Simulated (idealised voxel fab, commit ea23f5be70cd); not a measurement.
Documented hereafter: the process module known as voxel self aligned contacts.
This is section cut - it's 250 nm across, gridded in 5 nm square cells.
In what follows, cross-sections appear as grids of square cells, described through bands that run from the top down, where every band is one or more rows of cells.
It is stipulated that each band's entry specify, in nanometres, the height of the top of the band and then that of its bottom, followed by the materials of the band in left-to-right sequence, each together with its width in nanometres. A single material marked by the word "everywhere" is understood to fill the band from edge to edge; the word "empty" is understood to denote empty space.
Heights from 0 (as-received wafer is one material below). Bottom band endless downward, as "0 and below".
The notation "30->40" denotes a width that varies across the rows of cells in the band, beginning at the first number in the top row, finishing at the second number in the bottom row, and changing by an identical amount from each row to the next.
Step note "everything unchanged" = no cross-section cell changed.
"Enclosed cavities" specifies each empty space that is not open to the top and that occupies no fewer than 8 cells, using the form width x height at distance, the distance measured from the left edge and all three quantities in nm.
On each step's line, the part that comes after the settings is the simulator's own comment on the step.
overlay nm: step with mask; distance mask lay right of planned place; negative value = left of planned place.
HERE'S WHAT THE PLANNED PROCESS STEPS LOOK LIKE
1 op RECEIVE | material Si
2 op OXIDIZE | depth nm 5
3 op DIRECTIONAL_DEP | material polySi | thk nm 25
4 op DIRECTIONAL_DEP | material SiN | thk nm 20
5 op DIRECTIONAL_DEP | material aC | thk nm 15
6 op PATTERN | tone cover | mask id GATE | material resist | width nm 30 | pitch nm 75 | thk nm 30 | overlay nm 0
7 op DIRECTIONAL_ETCH | etch materials aC | depth nm 15
8 op STRIP | etch materials resist
9 op DIRECTIONAL_ETCH | etch materials SiN | depth nm 20
10 op DIRECTIONAL_ETCH | etch materials polySi | depth nm 25
11 op STRIP | etch materials aC
12 op CONFORMAL_DEP | material SiN | thk nm 10
13 op DIRECTIONAL_ETCH | etch materials SiN | depth nm 10
14 op FILL_DEP | material SiO2 | thk nm 15
15 op CMP | height nm 55
16 op DIRECTIONAL_DEP | material aC | thk nm 15
17 op PATTERN | tone open | mask id CONTACT | material resist | width nm 55 | thk nm 30 | overlay nm 0
18 op DIRECTIONAL_ETCH | etch materials aC | depth nm 15
19 op STRIP | etch materials resist
20 op DIRECTIONAL_ETCH | etch materials SiO2 | depth nm 60
21 op STRIP | etch materials aC
22 op CONFORMAL_DEP | material TiN | thk nm 5
23 op FILL_DEP | material W | thk nm 5
24 op CMP | height nm 55
25 op CONFORMAL_DEP | material SiCN | thk nm 5
SHOWN IN CROSS-SECTION IS THE WAFER AS RECEIVED, THAT IS, AS IT STANDS AFTER STEP 1
  0 and below | Si everywhere
  Enclosed cavities: none
FIRST WAFER OF TWO, SECTIONED AT END OF MODULE; RUN WENT PER PLAN
  60 down to 55 | SiCN everywhere
  55 down to 45 | SiO2=95; TiN=5->20; W=45->15; TiN=5->20; SiO2=100
  45 down to 25 | SiO2=60; SiN=50; TiN=5; W=15; TiN=5; SiN=50; SiO2=65
  25 down to 0 | SiO2=60; SiN=10; polySi=30; SiN=10; TiN=5; W=15; TiN=5; SiN=10; polySi=30; SiN=10; SiO2=65
  0 down to -5 | SiO2=110; TiN=25; SiO2=115
  -5 and below | Si everywhere
  Enclosed cavities: none
MODULE END: CROSS-SECTION OF WAFER TWO OF TWO. SAME START AND PROCESS PLAN AS THE FIRST WAFER. ONE MISTAKE DURING EXECUTION
  60 down to 55 | SiCN everywhere
  55 down to 45 | SiO2=95; TiN=5->30; W=45->15; TiN=5->10; SiO2=100
  45 down to 25 | SiO2=70; SiN=50; TiN=5; W=15; TiN=5; SiN=50; SiO2=55
  25 down to 0 | SiO2=70; SiN=10; polySi=30; SiN=10; TiN=5; W=15; TiN=5; SiN=10; polySi=30; SiN=10; SiO2=55
  0 down to -5 | SiO2=120; TiN=25; SiO2=105
  -5 and below | Si everywhere
  Enclosed cavities: none
Heads up, the wafer didn't run the way we planned it: step 6 did not happen as planned, as run it was op PATTERN | tone cover | mask id GATE | material resist | width nm 30 | pitch nm 75 | thk nm 30 | overlay nm 10
Same inventory, different map: at the end, the second wafer holds as many cells of each material as the first, placed elsewhere.
